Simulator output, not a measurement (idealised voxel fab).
The process module presented herein is designated voxel fin reveal.
cross-section cut | 260 nm wide | cells 5 nm
Square cells in a grid make up a cross-section in this document, and the grid is given as bands, listed from the top down, each one or more rows of cells. For a band, the entry starts with two heights in nm, that of the top and then that of the bottom, and carries on with the band's materials in order from left to right, each alongside its width in nm; the word "all across" beside a single material means it fills the band edge to edge, and "blank" means empty space. Heights are measured from 0, the level below which the as-received wafer is all one material; the lowest band has no bottom and continues downward, written as in "0 down". Note: "30 to 40" means the width goes from the first number (top row of the band) to the second number (bottom row) in equal steps per row of cells. Step note "no change occurred" = no cross-section cell changed. Enclosed voids (no open way to top), threshold 8 cells or more, entry "Unvented internal voids", notation width x height at distance, distance from left edge, nm. Past the settings on a step's line: simulator remark, on that step. On any step carrying a mask, the "overlay nm" setting, if present on the step's line, tells how far right of its planned place the mask lay; negative values point to the left.

Listed below are the process steps as planned:
1 RECEIVE: material Si
2 CONFORMAL_DEP: material SiN, thk nm 10
3 PATTERN: tone cover, mask id FINS, material resist, width nm 15, pitch nm 35, thk nm 20, overlay nm 0
4 DIRECTIONAL_ETCH: etch materials SiN, depth nm 10
5 DIRECTIONAL_ETCH: etch materials Si, depth nm 30
6 STRIP: etch materials resist
7 OXIDIZE: depth nm 5
8 FILL_DEP: material SiO2, thk nm 10
9 CMP: height nm 10
10 SELECTIVE_ETCH: etch materials SiO2, depth nm 25
11 STRIP: etch materials SiN

First wafer out of two, processed as planned:

Cross-section of the wafer at receipt, which is the condition after step 1:
- 0 down: Si all across
- Unvented internal voids: none

Upon completion of step 2, the wafer appears in cross-section as shown:
- 10 to 0: SiN all across
- Anything lower than 0 is untouched.

Upon completion of step 3, the wafer appears in cross-section as shown:
- 30 to 10: blank=70  resist=15  blank=20  resist=15  blank=20  resist=15  blank=20  resist=15  blank=70
- Anything lower than 10 is untouched.

Upon completion of step 4, the wafer appears in cross-section as shown:
- 30 to 10: blank=70  resist=15  blank=20  resist=15  blank=20  resist=15  blank=20  resist=15  blank=70
- 10 to 0: blank=70  SiN=15  blank=20  SiN=15  blank=20  SiN=15  blank=20  SiN=15  blank=70
- Anything lower than 0 is untouched.

Upon completion of step 5, the wafer appears in cross-section as shown:
- 30 to 10: blank=70  resist=15  blank=20  resist=15  blank=20  resist=15  blank=20  resist=15  blank=70
- 10 to 0: blank=70  SiN=15  blank=20  SiN=15  blank=20  SiN=15  blank=20  SiN=15  blank=70
- 0 to -30: blank=70  Si=15  blank=20  Si=15  blank=20  Si=15  blank=20  Si=15  blank=70
- Anything lower than -30 is untouched.

Upon completion of step 6, the wafer appears in cross-section as shown:
- 10 to 0: blank=70  SiN=15  blank=20  SiN=15  blank=20  SiN=15  blank=20  SiN=15  blank=70
- Anything lower than 0 is untouched.

Upon completion of step 7, the wafer appears in cross-section as shown:
- 10 to 0: blank=70  SiN=15  blank=20  SiN=15  blank=20  SiN=15  blank=20  SiN=15  blank=70
- 0 to -30: blank=70  SiO2=5  Si=5  SiO2=5  blank=20  SiO2=5  Si=5  SiO2=5  blank=20  SiO2=5  Si=5  SiO2=5  blank=20  SiO2=5  Si=5  SiO2=5  blank=70
- -30 to -35: SiO2=75  Si=5  SiO2=30  Si=5  SiO2=30  Si=5  SiO2=30  Si=5  SiO2=75
- Anything lower than -35 is untouched.

Upon completion of step 8, the wafer appears in cross-section as shown:
- 20 to 10: SiO2 all across
- 10 to 0: SiO2=70  SiN=15  SiO2=20  SiN=15  SiO2=20  SiN=15  SiO2=20  SiN=15  SiO2=70
- 0 to -35: SiO2=75  Si=5  SiO2=30  Si=5  SiO2=30  Si=5  SiO2=30  Si=5  SiO2=75
- Anything lower than -35 is untouched.

Upon completion of step 9, the wafer appears in cross-section as shown:
- 10 to 0: SiO2=70  SiN=15  SiO2=20  SiN=15  SiO2=20  SiN=15  SiO2=20  SiN=15  SiO2=70
- Anything lower than 0 is untouched.

Upon completion of step 10, the wafer appears in cross-section as shown:
- 10 to 0: blank=70  SiN=15  blank=20  SiN=15  blank=20  SiN=15  blank=20  SiN=15  blank=70
- 0 to -15: blank=75  Si=5  blank=30  Si=5  blank=30  Si=5  blank=30  Si=5  blank=75
- Anything lower than -15 is untouched.

Upon completion of step 11, the wafer appears in cross-section as shown:
- 0 to -15: blank=75  Si=5  blank=30  Si=5  blank=30  Si=5  blank=30  Si=5  blank=75
- Anything lower than -15 is untouched.

Notes, second wafer: start = first wafer's, plan = first wafer's, execution had one mistake; history identical to first through step 10:

Planned end of step 11: second wafer, cross-section: no change occurred
What was done differently from what was planned? the plan's step 11 was left out and never carried out
Final comparison by cell count, materials where the second wafer has more or fewer than the first: 24 more of SiN
